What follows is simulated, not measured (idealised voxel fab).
Module name: voxel ribs on slabs (process module)
Square cells of 5 nm make up the cross-section cut, whose width is 185 nm.
A cross-section in this document is a grid of square cells, and it is written down as bands, the top band listed before the ones below it; a band is made up of one or more rows of cells.
Heights first: top, then bottom, in nm. Then materials, left to right, each with a width in nm. "edge to edge" on a single material: fills the band edge to edge. "air": empty space.
We count height from 0. Below that, the starting wafer is all one material. The lowest band never ends at the bottom but goes on down; see "0 down" for how that is written.
The two numbers in a width such as "30->40" mark its ends across the band: the first belongs to the top row of cells, the second to the bottom row, and from each row to the next the width moves by the same amount.
For the purposes of this document, the phrase "left unchanged" attached to a step denotes that no cell within the cross-section was modified by that step.
Look at "Enclosed void entries" for the closed voids: empty spaces with no open path to the top, sized 8 cells or up. Each is width x height at distance, distance from the left edge, all nm.
Heads up: the bit after the settings on a step's line is the simulator's remark on that step.
On any step carrying a mask, the "overlay nm" setting, if present on the step's line, tells how far right of its planned place the mask lay; negative values point to the left.
Set out below are the planned steps of the process
1,RECEIVE (material Si)
2,DIRECTIONAL_DEP (material SiO2; thk nm 20)
3,DIRECTIONAL_DEP (material SiN; thk nm 15)
4,PATTERN (tone cover; mask id RIB; material resist; width nm 15; thk nm 20; overlay nm 0)
5,DIRECTIONAL_ETCH (etch materials SiN; depth nm 5)
6,STRIP (etch materials resist)
7,DIRECTIONAL_DEP (material aC; thk nm 10)
8,PATTERN (tone cover; mask id SLAB; material resist; width nm 65; thk nm 30; overlay nm 0)
9,DIRECTIONAL_ETCH (etch materials aC; depth nm 10)
10,STRIP (etch materials resist)
11,DIRECTIONAL_ETCH (etch materials SiN; depth nm 10)
12,STRIP (etch materials aC)
13,FILL_DEP (material SiO2; thk nm 20)
14,CMP (height nm 50)
15,DIRECTIONAL_DEP (material TiN; thk nm 5)
16,DIRECTIONAL_DEP (material aC; thk nm 15)
17,PATTERN (tone cover; mask id HEATER; material resist; width nm 25; thk nm 30; overlay nm 0)
18,DIRECTIONAL_ETCH (etch materials aC; depth nm 15)
19,STRIP (etch materials resist)
20,DIRECTIONAL_ETCH (etch materials TiN; depth nm 5)
21,STRIP (etch materials aC)
22,CONFORMAL_DEP (material SiO2; thk nm 5)
Every wafer here starts from the same state; it is the step 4 width nm that distinguishes them, and the value the plan gives belongs to the first wafer.
This is how the first of several wafers looked in cross-section when it arrived, which is after step 1
  0 down: Si edge to edge
  Enclosed void entries: none
Row per wafer, end-of-module: cell gain (+)/loss (-) by material since the wafer came in, then closed voids
width nm 15 | +29 SiN | +380 SiO2 | +5 TiN | Enclosed void entries: none
width nm 20 | +30 SiN | +379 SiO2 | +5 TiN | Enclosed void entries: none
width nm 25 | +31 SiN | +378 SiO2 | +5 TiN | Enclosed void entries: none
width nm 30 | +32 SiN | +377 SiO2 | +5 TiN | Enclosed void entries: none
